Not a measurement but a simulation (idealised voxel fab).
process module | voxel self aligned vias
cross-section cut | 245 nm wide | cells 5 nm
A cross-section is a grid of square cells, given in bands from the top down. A band is one or more rows of cells.
Each band's line starts with the height of the band's top and of its bottom, in nm. Then come its materials from left to right, each with its width in nm. One material with "throughout" fills the band from edge to edge. "air" is empty space.
Height 0 is the level under which the wafer as received is all one material. The lowest band goes on downwards, as in "0 down".
A width such as "30 to 40" changes by the same amount from each row of cells to the next, from the band's top row to its bottom row.
"no change" after a step means that no cell of the cross-section changed.
closed voids: empty space of 8 cells or more with no open way to the top, each as width x height at its distance from the left edge, in nm
after a step's settings: what the simulator itself notes on the step
overlay nm, on a step with a mask: how far to the right of its planned place the mask lay; to the left if negative
plan
1 op RECEIVE | material Si
2 op CONFORMAL_DEP | material SiO2 | thk nm 10
3 op CONFORMAL_DEP | material SiCN | thk nm 5
4 op DIRECTIONAL_DEP | material lowk | thk nm 30
5 op MASKED_ETCH | tone open | mask id LINES | width nm 25 | pitch nm 50 | etch materials lowk | depth nm 30 | overlay nm 0
6 op CONFORMAL_DEP | material TiN | thk nm 5
7 op FILL_DEP | material Ru | thk nm 5
8 op CMP | height nm 45
9 op SELECTIVE_ETCH | etch materials W Ru TiN | depth nm 5
10 op FILL_DEP | material SiN | thk nm 10
11 op CMP | height nm 45
12 op DIRECTIONAL_DEP | material lowk | thk nm 20
13 op DIRECTIONAL_DEP | material aC | thk nm 10
14 op PATTERN | tone open | mask id VIAS | material resist | width nm 35 | pitch nm 50 | thk nm 25 | overlay nm 0
15 op DIRECTIONAL_ETCH | etch materials aC | depth nm 10
16 op STRIP | etch materials resist
17 op DIRECTIONAL_ETCH | etch materials lowk | depth nm 20
18 op DIRECTIONAL_ETCH | etch materials SiN | depth nm 5
19 op STRIP | etch materials aC
20 op CONFORMAL_DEP | material TiN | thk nm 5
21 op FILL_DEP | material Ru | thk nm 10
22 op CMP | height nm 65
23 op CONFORMAL_DEP | material SiCN | thk nm 5
as received, after step 1
  0 down: Si throughout
  closed voids: none
a wafer at the end: this start, this plan, one mistake
  70 to 65: SiCN throughout
  65 to 50: lowk 80 | TiN 5 | Ru 25 | TiN 5 | lowk 15 | TiN 5 | Ru 25 | TiN 5 | lowk 80
  50 to 45: lowk 80 | TiN 35 | lowk 15 | TiN 35 | lowk 80
  45 to 40: SiCN throughout
  40 to 10: lowk throughout
  10 to 0: SiO2 throughout
  0 down: Si throughout
  closed voids: none
what went wrong: steps 3 and 4 were swapped
